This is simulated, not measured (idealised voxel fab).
The following is a process module called voxel gate over fins.
It is cross-section cut that appears here, measuring 265 nm in width, its square cells being 5 nm in size.
How to read a cross-section here: the picture is a grid of square cells, written as bands going from the top down, and any band can span one or more rows of cells.
Read a band's entry like this: the first values are the height of its top and the height of its bottom in nm, and what follows is the sequence of materials from left to right, each with its width in nm. Note that "blank" is empty space, and that a single material marked "full width" reaches across the band from edge to edge.
All heights in this document are referenced to 0, defined as the level beneath which the wafer, as received, consists entirely of one material. The lowest band is not bounded below; it extends indefinitely downward and is written in the form "from 0 down".
Width spec "30..40" -> top row of cells at first value, bottom row at second value, equal per-row change in between.
"no alterations made" (step): cross-section cells unchanged, all of them.
"Completely enclosed voids" enumerates empty spaces isolated from the top, with no open way to it, that contain at least 8 cells, giving each as width x height at distance from the left edge, all three in nm.
The remark found on a step's line after its settings is issued by the simulator itself and pertains to that step.
Each step line may optionally specify "overlay nm", which for a step with a mask gives the rightward distance between the mask's planned place and where it lay, a negative value indicating the leftward direction.

SO HERE'S THE LINEUP OF PROCESS STEPS WE PLANNED
1 RECEIVE,material Si
2 CONFORMAL_DEP,material SiN,thk nm 10
3 MASKED_ETCH,tone cover,mask id FINS,width nm 15,pitch nm 45,etch materials SiN,depth nm 10,overlay nm 0
4 MASKED_ETCH,tone cover,mask id FINS,width nm 15,pitch nm 45,etch materials Si,depth nm 40,overlay nm 0
5 FILL_DEP,material SiO2,thk nm 5
6 CMP,height nm 10
7 SELECTIVE_ETCH,etch materials SiO2,depth nm 25
8 STRIP,etch materials SiN
9 CONFORMAL_DEP,material HfO2,thk nm 5
10 CONFORMAL_DEP,material TiN,thk nm 5
11 FILL_DEP,material W,thk nm 15
12 CMP,height nm 20
13 CONFORMAL_DEP,material SiCN,thk nm 10

HERE'S WHAT THE WAFER LOOKED LIKE IN CROSS-SECTION WHEN IT ARRIVED - THAT'S AFTER STEP 1
> from 0 down | Si full width
> Completely enclosed voids: none

WAFER AT MODULE END, IN SECTION. BEGAN AS ABOVE, PLANNED AS ABOVE, RUN WITH ONE MISTAKE
> from 30 to 20 | SiCN full width
> from 20 to 10 | W full width
> from 10 to 5 | W 70  TiN 35  W 10  TiN 35  W 10  TiN 35  W 70
> from 5 to 0 | W 70  TiN 5  HfO2 25  TiN 5  W 10  TiN 5  HfO2 25  TiN 5  W 10  TiN 5  HfO2 25  TiN 5  W 70
> from 0 to -5 | W 70  TiN 5  HfO2 5  Si 15  HfO2 5  TiN 5  W 10  TiN 5  HfO2 5  Si 15  HfO2 5  TiN 5  W 10  TiN 5  HfO2 5  Si 15  HfO2 5  TiN 5  W 70
> from -5 to -10 | TiN 75  HfO2 5  Si 15  HfO2 5  TiN 20  HfO2 5  Si 15  HfO2 5  TiN 20  HfO2 5  Si 15  HfO2 5  TiN 75
> from -10 to -15 | HfO2 80  Si 15  HfO2 30  Si 15  HfO2 30  Si 15  HfO2 80
> from -15 to -50 | SiO2 80  Si 15  SiO2 30  Si 15  SiO2 30  Si 15  SiO2 80
> from -50 down | Si full width
> Completely enclosed voids: none
The plan and the run diverged here: step 4 deviated from plan and actually ran as MASKED_ETCH,tone cover,mask id FINS,width nm 15,pitch nm 45,etch materials Si,depth nm 50,overlay nm 0
